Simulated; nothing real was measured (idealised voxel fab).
The process module presented herein is designated voxel released beams.
This is section cut - it's 160 nm across, gridded in 5 nm square cells.
Cross-section layout: square cells on a grid; listed as bands, top to bottom; a band spans one or more cell rows. The entry gives the band's vertical extent as a top height and a bottom height in nm, then its horizontal make-up as materials from left to right, each with a width in nm. "air" stands for empty space; a single material marked "full width" fills the band edge to edge. Height reference: 0 = level under which incoming wafer is all one material. Lowest band: no bottom, runs on downward, e.g. "from 0 down". Top row gets the first number, bottom row gets the second, and each row in between changes by the same step: that is how a band width like "30..40" works. Where a step carries "no alterations made", the cross-section came out of it unchanged, cell for cell. You'll see "Non-vented voids" listing empty spaces that have no way open to the top, as long as they're 8 cells or more; the notation is width x height at distance, where the distance is from the left edge, and all of it is in nm. What comes after the settings on a step's line is commentary from the simulator itself on that step. overlay nm: how far to the right of its planned place the mask lay on this masked step (negative: to the left).
LIST OF PLANNED PROCESS STEPS
| 1 | RECEIVE (material Si) |
| 2 | CONFORMAL_DEP (material Al2O3; thk nm 10) |
| 3 | DIRECTIONAL_DEP (material SiO2; thk nm 20) |
| 4 | PATTERN (tone open; mask id ANCHOR; material resist; width nm 30; thk nm 15; overlay nm 0) |
| 5 | DIRECTIONAL_ETCH (etch materials SiO2; depth nm 20) |
| 6 | STRIP (etch materials resist) |
| 7 | CONFORMAL_DEP (material SiN; thk nm 10) |
| 8 | PATTERN (tone cover; mask id BEAM; material resist; width nm 115; thk nm 20; overlay nm 0) |
| 9 | DIRECTIONAL_ETCH (etch materials SiN; depth nm 10) |
| 10 | STRIP (etch materials resist) |
| 11 | STRIP (etch materials SiO2) |
FIRST OF TWO WAFERS, WITH THE RUN CARRIED OUT AS PLANNED
RECEIVED-STATE CROSS-SECTION, REFLECTING COMPLETION OF STEP 1
from 0 down | Si full width
Non-vented voids: none
CROSS-SECTION OF THE WAFER AFTER STEP 2
from 10 to 0 | Al2O3 full width
below 0: unchanged
CROSS-SECTION OF THE WAFER AFTER STEP 3
from 30 to 10 | SiO2 full width
below 10: unchanged
CROSS-SECTION OF THE WAFER AFTER STEP 4
from 45 to 30 | 25 resist, then 30 air, then 105 resist
below 30: unchanged
CROSS-SECTION OF THE WAFER AFTER STEP 5
from 45 to 30 | 25 resist, then 30 air, then 105 resist
from 30 to 10 | 25 SiO2, then 30 air, then 105 SiO2
below 10: unchanged
CROSS-SECTION OF THE WAFER AFTER STEP 6
from 30 to 10 | 25 SiO2, then 30 air, then 105 SiO2
below 10: unchanged
CROSS-SECTION OF THE WAFER AFTER STEP 7
from 40 to 30 | 35 SiN, then 10 air, then 115 SiN
from 30 to 20 | 25 SiO2, then 10 SiN, then 10 air, then 10 SiN, then 105 SiO2
from 20 to 10 | 25 SiO2, then 30 SiN, then 105 SiO2
below 10: unchanged
CROSS-SECTION OF THE WAFER AFTER STEP 8
from 60 to 40 | 20 air, then 115 resist, then 25 air
from 40 to 30 | 35 SiN, then 10 resist, then 115 SiN
from 30 to 20 | 25 SiO2, then 10 SiN, then 10 resist, then 10 SiN, then 105 SiO2
below 20: unchanged
CROSS-SECTION OF THE WAFER AFTER STEP 9
from 60 to 40 | 20 air, then 115 resist, then 25 air
from 40 to 30 | 20 air, then 15 SiN, then 10 resist, then 90 SiN, then 25 air
below 30: unchanged
CROSS-SECTION OF THE WAFER AFTER STEP 10
from 40 to 30 | 20 air, then 15 SiN, then 10 air, then 90 SiN, then 25 air
from 30 to 20 | 25 SiO2, then 10 SiN, then 10 air, then 10 SiN, then 105 SiO2
below 20: unchanged
CROSS-SECTION OF THE WAFER AFTER STEP 11
from 40 to 30 | 20 air, then 15 SiN, then 10 air, then 90 SiN, then 25 air
from 30 to 20 | 25 air, then 10 SiN, then 10 air, then 10 SiN, then 105 air
from 20 to 10 | 25 air, then 30 SiN, then 105 air
below 10: unchanged
WAFER TWO. SAME START, SAME PLAN, ONE SLIP IN EXECUTION. SAME AS WAFER ONE THROUGH STEP 10, INCLUSIVE
PLANNED END OF STEP 11: SECOND WAFER, CROSS-SECTION
from 30 to 10 | 25 SiO2, then 30 air, then 105 SiO2
below 10: unchanged
Misprocessing identified: it should be noted that step 11 was executed with settings other than those planned, the operation and settings actually applied being STRIP (etch materials SiN)
Counted in cells at the end, the second wafer holds more or fewer of these materials than the first: SiN: 62 fewer, SiO2: 104 more
